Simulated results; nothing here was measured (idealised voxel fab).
process module | voxel self aligned vias
cross-section cut | 250 nm wide | cells 5 nm
A cross-section is a grid of square cells, given in bands from the top down. A band is one or more rows of cells.
Each band's line starts with the height of the band's top and of its bottom, in nm. Then come its materials from left to right, each with its width in nm. One material with "throughout" fills the band from edge to edge. "air" is empty space.
Height 0 is the level under which the wafer as received is all one material. The lowest band goes on downwards, as in "0 down".
A width such as "30 to 40" changes by the same amount from each row of cells to the next, from the band's top row to its bottom row.
"no change" after a step means that no cell of the cross-section changed.
closed voids: empty space of 8 cells or more with no open way to the top, each as width x height at its distance from the left edge, in nm
after a step's settings: what the simulator itself notes on the step
overlay nm, on a step with a mask: how far to the right of its planned place the mask lay; to the left if negative
plan
1 op RECEIVE | material Si
2 op CONFORMAL_DEP | material SiO2 | thk nm 10
3 op CONFORMAL_DEP | material SiCN | thk nm 5
4 op DIRECTIONAL_DEP | material SiO2 | thk nm 20
5 op PATTERN | tone open | mask id LINES | material resist | width nm 30 | pitch nm 55 | thk nm 15 | overlay nm 0
6 op DIRECTIONAL_ETCH | etch materials SiO2 | depth nm 20
7 op STRIP | etch materials resist
8 op CONFORMAL_DEP | material TiN | thk nm 5
9 op FILL_DEP | material Ru | thk nm 5
10 op CMP | height nm 35
11 op SELECTIVE_ETCH | etch materials W Ru TiN | depth nm 5
12 op FILL_DEP | material SiN | thk nm 10
13 op CMP | height nm 35
14 op DIRECTIONAL_DEP | material SiO2 | thk nm 10
15 op MASKED_ETCH | tone open | mask id VIAS | width nm 40 | pitch nm 55 | etch materials SiO2 | depth nm 20 | overlay nm 0
16 op MASKED_ETCH | tone open | mask id VIAS | width nm 40 | pitch nm 55 | etch materials SiN | depth nm 5 | overlay nm 0
17 op CONFORMAL_DEP | material TiN | thk nm 5
18 op FILL_DEP | material Ru | thk nm 10
19 op CMP | height nm 55
20 op CONFORMAL_DEP | material SiCN | thk nm 5
varied across the wafers: thk nm of step 14. The plan shows the first wafer's value. All wafers start alike
first wafer as received, after step 1
  0 down: Si throughout
  closed voids: none
first wafer at the end, after step 20
  60 to 55: SiCN throughout
  55 to 50: Ru throughout
  50 to 45: TiN 55 | Ru 30 | TiN 25 | Ru 30 | TiN 25 | Ru 30 | TiN 55
  45 to 35: SiO2 50 | TiN 5 | Ru 30 | TiN 5 | SiO2 15 | TiN 5 | Ru 30 | TiN 5 | SiO2 15 | TiN 5 | Ru 30 | TiN 5 | SiO2 50
  35 to 30: SiO2 50 | TiN 40 | SiO2 15 | TiN 40 | SiO2 15 | TiN 40 | SiO2 50
  30 to 20: SiO2 50 to 55 | TiN 10 to 5 | Ru 20 | TiN 10 to 5 | SiO2 15 to 25 | TiN 10 to 5 | Ru 20 | TiN 10 to 5 | SiO2 15 to 25 | TiN 10 to 5 | Ru 20 | TiN 10 to 5 | SiO2 50 to 55
  20 to 15: SiO2 55 | TiN 30 | SiO2 25 | TiN 30 | SiO2 25 | TiN 30 | SiO2 55
  15 to 10: SiCN throughout
  10 to 0: SiO2 throughout
  0 down: Si throughout
  closed voids: none
last wafer at the end
  60 to 55: SiCN throughout
  55 to 50: SiO2 50 | TiN 40 | SiO2 15 | TiN 40 | SiO2 15 | TiN 40 | SiO2 50
  50 to 35: SiO2 throughout
  35 to 30: SiO2 55 | SiN 30 | SiO2 25 | SiN 30 | SiO2 25 | SiN 30 | SiO2 55
  30 to 20: SiO2 55 | TiN 5 | Ru 20 | TiN 5 | SiO2 25 | TiN 5 | Ru 20 | TiN 5 | SiO2 25 | TiN 5 | Ru 20 | TiN 5 | SiO2 55
  20 to 15: SiO2 55 | TiN 30 | SiO2 25 | TiN 30 | SiO2 25 | TiN 30 | SiO2 55
  15 to 10: SiCN throughout
  10 to 0: SiO2 throughout
  0 down: Si throughout
  closed voids: none
each wafer at the end: cells of each material gained (+) or lost (-) since it was received, then its closed voids
thk nm 10 | +128 Ru | +100 SiCN | +268 SiO2 | +104 TiN | closed voids: none
thk nm 15 | +96 Ru | +100 SiCN | +300 SiO2 | +104 TiN | closed voids: none
thk nm 20 | +90 Ru | +100 SiCN | +332 SiO2 | +78 TiN | closed voids: none
thk nm 25 | +60 Ru | +100 SiCN | +18 SiN | +356 SiO2 | +66 TiN | closed voids: none
thk nm 30 | +42 Ru | +100 SiCN | +18 SiN | +380 SiO2 | +60 TiN | closed voids: none
thk nm 35 | +24 Ru | +100 SiCN | +18 SiN | +404 SiO2 | +54 TiN | closed voids: none
